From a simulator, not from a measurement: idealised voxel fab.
Process module in this document: voxel transistor to metal
Cross-section cut: width 140 nm, square cells of 5 nm.
We lay out every cross-section as a grid of square cells and spell it out in bands from the top down, where one band means one or more rows of cells. Top height, bottom height, nm. Materials left to right, width each, nm. Single material + "throughout" = fills band edge to edge. "blank" = empty. For the purposes of this specification, 0 denotes the height below which the wafer in its as-received condition is composed wholly of one material, and the lowermost band, lacking a lower limit, extends downward without end, as expressed in "0 nm and below". Note: "30 to 40" means the width goes from the first number (top row of the band) to the second number (bottom row) in equal steps per row of cells. A step reported as "no alterations made" is a step in which no cell of the cross-section changed. Entry "Sealed internal cavities". Content: empty spaces with no open connection to the top, size 8 cells or greater. Each: width x height at distance. Distance: from left edge. Unit: nm. If you see something after the settings on a step's line, that's the simulator's own remark about that step. overlay nm: step with mask; distance mask lay right of planned place; negative value = left of planned place.

These are the steps we planned for the process
| 1 | RECEIVE, material Si |
| 2 | OXIDIZE, depth nm 5 |
| 3 | CONFORMAL_DEP, material SiN, thk nm 15 |
| 4 | MASKED_ETCH, tone cover, mask id ACTIVE, width nm 110, etch materials SiN, depth nm 15, overlay nm 0 |
| 5 | MASKED_ETCH, tone cover, mask id ACTIVE, width nm 110, etch materials SiO2, depth nm 5, overlay nm 0 |
| 6 | MASKED_ETCH, tone cover, mask id ACTIVE, width nm 110, etch materials Si, depth nm 35, overlay nm 0 |
| 7 | FILL_DEP, material SiO2, thk nm 5 |
| 8 | CMP, height nm 15 |
| 9 | SELECTIVE_ETCH, etch materials SiO2, depth nm 10 |
| 10 | STRIP, etch materials SiN |
| 11 | SELECTIVE_ETCH, etch materials SiO2, depth nm 5 |
| 12 | OXIDIZE, depth nm 5 |
| 13 | DIRECTIONAL_DEP, material polySi, thk nm 30 |
| 14 | DIRECTIONAL_DEP, material SiCN, thk nm 15 |
| 15 | DIRECTIONAL_DEP, material aC, thk nm 10 |
| 16 | PATTERN, tone cover, mask id GATE, material resist, width nm 20, thk nm 25, overlay nm 0 |
| 17 | DIRECTIONAL_ETCH, etch materials aC, depth nm 10 |
| 18 | STRIP, etch materials resist |
| 19 | DIRECTIONAL_ETCH, etch materials SiCN, depth nm 25 |
| 20 | DIRECTIONAL_ETCH, etch materials polySi, depth nm 40 |
| 21 | STRIP, etch materials aC |
| 22 | CONFORMAL_DEP, material SiO2, thk nm 5 |
| 23 | DIRECTIONAL_ETCH, etch materials SiO2, depth nm 5 |
| 24 | CONFORMAL_DEP, material SiN, thk nm 5 |
| 25 | DIRECTIONAL_ETCH, etch materials SiN, depth nm 5 |
| 26 | DIRECTIONAL_ETCH, etch materials SiO2, depth nm 5 |
| 27 | DIRECTIONAL_ETCH, etch materials Si, depth nm 10 |
| 28 | EPI, material SiGe, thk nm 15 |
| 29 | FILL_DEP, material SiO2, thk nm 5 |
| 30 | CMP, height nm 40 |
| 31 | DIRECTIONAL_DEP, material SiO2, thk nm 15 |
| 32 | DIRECTIONAL_DEP, material aC, thk nm 5 |
| 33 | PATTERN, tone open, mask id CONTACT, material resist, width nm 20, pitch nm 80, thk nm 30, overlay nm 0 |
| 34 | DIRECTIONAL_ETCH, etch materials aC, depth nm 15 |
| 35 | STRIP, etch materials resist |
| 36 | DIRECTIONAL_ETCH, etch materials SiO2, depth nm 50 |
| 37 | STRIP, etch materials aC |
| 38 | CONFORMAL_DEP, material TiN, thk nm 5 |
| 39 | FILL_DEP, material Ru, thk nm 10 |
| 40 | CMP, height nm 55 |
| 41 | CONFORMAL_DEP, material SiCN, thk nm 5 |
| 42 | DIRECTIONAL_DEP, material SiO2, thk nm 15 |
| 43 | DIRECTIONAL_DEP, material aC, thk nm 15 |
| 44 | PATTERN, tone open, mask id METAL_1, material resist, width nm 20, pitch nm 80, thk nm 35, overlay nm 0 |
| 45 | DIRECTIONAL_ETCH, etch materials aC, depth nm 15 |
| 46 | STRIP, etch materials resist |
| 47 | DIRECTIONAL_ETCH, etch materials SiO2, depth nm 15 |
| 48 | DIRECTIONAL_ETCH, etch materials SiCN, depth nm 5 |
| 49 | STRIP, etch materials aC |
| 50 | CONFORMAL_DEP, material TiN, thk nm 5 |
| 51 | FILL_DEP, material W, thk nm 10 |
| 52 | CMP, height nm 75 |
| 53 | CONFORMAL_DEP, material SiCN, thk nm 5 |
Be aware that, although all wafers share a common starting state, the thk nm at step 32 differs among them, and the plan displays the first wafer's value.

The as-received cross-section of the first of several wafers corresponds to the state after step 1
	0 nm and below = Si throughout
	Sealed internal cavities: none

First of several wafers, sectioned at end of module (last step: step 53)
	80 nm to 75 nm = SiCN throughout
	75 nm to 60 nm = SiO2 (20); TiN (5); W (10); TiN (5); SiO2 (60); TiN (5); W (10); TiN (5); SiO2 (20)
	60 nm to 55 nm = SiCN (20); TiN (20); SiCN (60); TiN (20); SiCN (20)
	55 nm to 40 nm = SiO2 (20); TiN (5); Ru (10); TiN (5); SiO2 (60); TiN (5); Ru (10); TiN (5); SiO2 (20)
	40 nm to 25 nm = SiO2 (20); TiN (5); Ru (10); TiN (5); SiO2 (10); SiN (5); SiO2 (5); SiCN (20); SiO2 (5); SiN (5); SiO2 (10); TiN (5); Ru (10); TiN (5); SiO2 (20)
	25 nm to 10 nm = SiO2 (20); TiN (5); Ru (10); TiN (5); SiO2 (10); SiN (5); SiO2 (5); polySi (20); SiO2 (5); SiN (5); SiO2 (10); TiN (5); Ru (10); TiN (5); SiO2 (20)
	10 nm to 5 nm = SiO2 (20); TiN (20); SiO2 (10); SiN (5); SiO2 (5); polySi (20); SiO2 (5); SiN (5); SiO2 (10); TiN (20); SiO2 (20)
	5 nm to 0 nm = SiO2 (15); SiGe (35); SiN (5); SiO2 (5); polySi (20); SiO2 (5); SiN (5); SiGe (35); SiO2 (15)
	0 nm to -5 nm = SiO2 (15); SiN (5); SiGe (30); SiN (5); SiO2 (5); polySi (20); SiO2 (5); SiN (5); SiGe (30); SiN (5); SiO2 (15)
	-5 nm to -10 nm = SiO2 (20); SiGe (30); SiO2 (40); SiGe (30); SiO2 (20)
	-10 nm to -20 nm = SiO2 (15); Si (5); SiGe (30); Si (40); SiGe (30); Si (5); SiO2 (15)
	-20 nm to -40 nm = SiO2 (15); Si (110); SiO2 (15)
	-40 nm and below = Si throughout
	Sealed internal cavities: none

Last-wafer cross-section at the end of the module
	80 nm to 75 nm = SiCN throughout
	75 nm to 60 nm = SiO2 (20); TiN (5); W (10); TiN (5); SiO2 (60); TiN (5); W (10); TiN (5); SiO2 (20)
	60 nm to 55 nm = SiCN (20); TiN (20); SiCN (60); TiN (20); SiCN (20)
	55 nm to 40 nm = SiO2 throughout
	40 nm to 25 nm = SiO2 (50); SiN (5); SiO2 (5); SiCN (20); SiO2 (5); SiN (5); SiO2 (50)
	25 nm to 5 nm = SiO2 (50); SiN (5); SiO2 (5); polySi (20); SiO2 (5); SiN (5); SiO2 (50)
	5 nm to 0 nm = SiO2 (15); SiGe (35); SiN (5); SiO2 (5); polySi (20); SiO2 (5); SiN (5); SiGe (35); SiO2 (15)
	0 nm to -5 nm = SiO2 (15); SiN (5); SiGe (30); SiN (5); SiO2 (5); polySi (20); SiO2 (5); SiN (5); SiGe (30); SiN (5); SiO2 (15)
	-5 nm to -10 nm = SiO2 (20); SiGe (30); SiO2 (40); SiGe (30); SiO2 (20)
	-10 nm to -20 nm = SiO2 (15); Si (5); SiGe (30); Si (40); SiGe (30); Si (5); SiO2 (15)
	-20 nm to -40 nm = SiO2 (15); Si (110); SiO2 (15)
	-40 nm and below = Si throughout
	Sealed internal cavities: none

Wafer rows, end of module: cells per material gained (+) or lost (-) since receipt; closed voids last
thk nm 5; +36 Ru; -116 Si; +60 SiCN; +62 SiGe; +20 SiN; +286 SiO2; +64 TiN; +12 W; +24 polySi; Sealed internal cavities: none
thk nm 10; +36 Ru; -116 Si; +60 SiCN; +62 SiGe; +20 SiN; +286 SiO2; +64 TiN; +12 W; +24 polySi; Sealed internal cavities: none
thk nm 15; +36 Ru; -116 Si; +60 SiCN; +62 SiGe; +20 SiN; +286 SiO2; +64 TiN; +12 W; +24 polySi; Sealed internal cavities: none
thk nm 20; -116 Si; +60 SiCN; +62 SiGe; +20 SiN; +366 SiO2; +20 TiN; +12 W; +24 polySi; Sealed internal cavities: none
thk nm 25; -116 Si; +60 SiCN; +62 SiGe; +20 SiN; +366 SiO2; +20 TiN; +12 W; +24 polySi; Sealed internal cavities: none
thk nm 30; -116 Si; +60 SiCN; +62 SiGe; +20 SiN; +366 SiO2; +20 TiN; +12 W; +24 polySi; Sealed internal cavities: none
